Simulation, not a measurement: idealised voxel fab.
process module | voxel released beams
cross-section cut | 275 nm wide | cells 5 nm
A cross-section is a grid of square cells, given in bands from the top down. A band is one or more rows of cells.
Each band's line starts with the height of the band's top and of its bottom, in nm. Then come its materials from left to right, each with its width in nm. One material with "throughout" fills the band from edge to edge. "air" is empty space.
Height 0 is the level under which the wafer as received is all one material. The lowest band goes on downwards, as in "0 down".
A width such as "30 to 40" changes by the same amount from each row of cells to the next, from the band's top row to its bottom row.
"no change" after a step means that no cell of the cross-section changed.
closed voids: empty space of 8 cells or more with no open way to the top, each as width x height at its distance from the left edge, in nm
after a step's settings: what the simulator itself notes on the step
overlay nm, on a step with a mask: how far to the right of its planned place the mask lay; to the left if negative
plan
1 op RECEIVE | material Si
2 op CONFORMAL_DEP | material SiN | thk nm 5
3 op DIRECTIONAL_DEP | material SiO2 | thk nm 15
4 op DIRECTIONAL_DEP | material aC | thk nm 15
5 op PATTERN | tone open | mask id ANCHOR | material resist | width nm 35 | thk nm 35 | overlay nm 0
6 op DIRECTIONAL_ETCH | etch materials aC | depth nm 15
7 op STRIP | etch materials resist
8 op DIRECTIONAL_ETCH | etch materials SiO2 | depth nm 15
9 op STRIP | etch materials aC
10 op CONFORMAL_DEP | material W | thk nm 15
11 op MASKED_ETCH | tone cover | mask id BEAM | width nm 90 | etch materials W | depth nm 15 | overlay nm 0
12 op STRIP | etch materials SiO2
first wafer, as planned
as received, after step 1
  0 down: Si throughout
  closed voids: none
after step 2
  5 to 0: SiN throughout
  below 0: unchanged
after step 3
  20 to 5: SiO2 throughout
  below 5: unchanged
after step 4
  35 to 20: aC throughout
  below 20: unchanged
after step 5
  70 to 35: resist 95 | air 35 | resist 145
  below 35: unchanged
after step 6
  55 to 35: resist 95 | air 35 | resist 145
  35 to 20: aC 95 | air 35 | aC 145
  below 20: unchanged
after step 7
  35 to 20: aC 95 | air 35 | aC 145
  below 20: unchanged
after step 8
  35 to 20: aC 95 | air 35 | aC 145
  20 to 5: SiO2 95 | air 35 | SiO2 145
  below 5: unchanged
after step 9
  20 to 5: SiO2 95 | air 35 | SiO2 145
  below 5: unchanged
after step 10
  35 to 20: W 110 | air 5 | W 160
  20 to 5: SiO2 95 | W 35 | SiO2 145
  below 5: unchanged
after step 11
  35 to 20: air 90 | W 20 | air 5 | W 65 | air 95
  below 20: unchanged
after step 12
  35 to 20: air 90 | W 20 | air 5 | W 65 | air 95
  20 to 5: air 95 | W 35 | air 145
  below 5: unchanged
second wafer: like start, like plan, one mistake. Through step 10 it matches the first wafer
when step 11 should have ended
  35 to 20: air 100 | W 10 | air 5 | W 75 | air 85
  below 20: unchanged
when step 12 should have ended
  35 to 20: air 100 | W 10 | air 5 | W 75 | air 85
  20 to 5: air 95 | W 35 | air 145
  below 5: unchanged
what went wrong: step 11 ran as: op MASKED_ETCH | tone cover | mask id BEAM | width nm 90 | etch materials W | depth nm 15 | overlay nm 10
at the end the second wafer has, in cells: as many of each material as the first, in other places
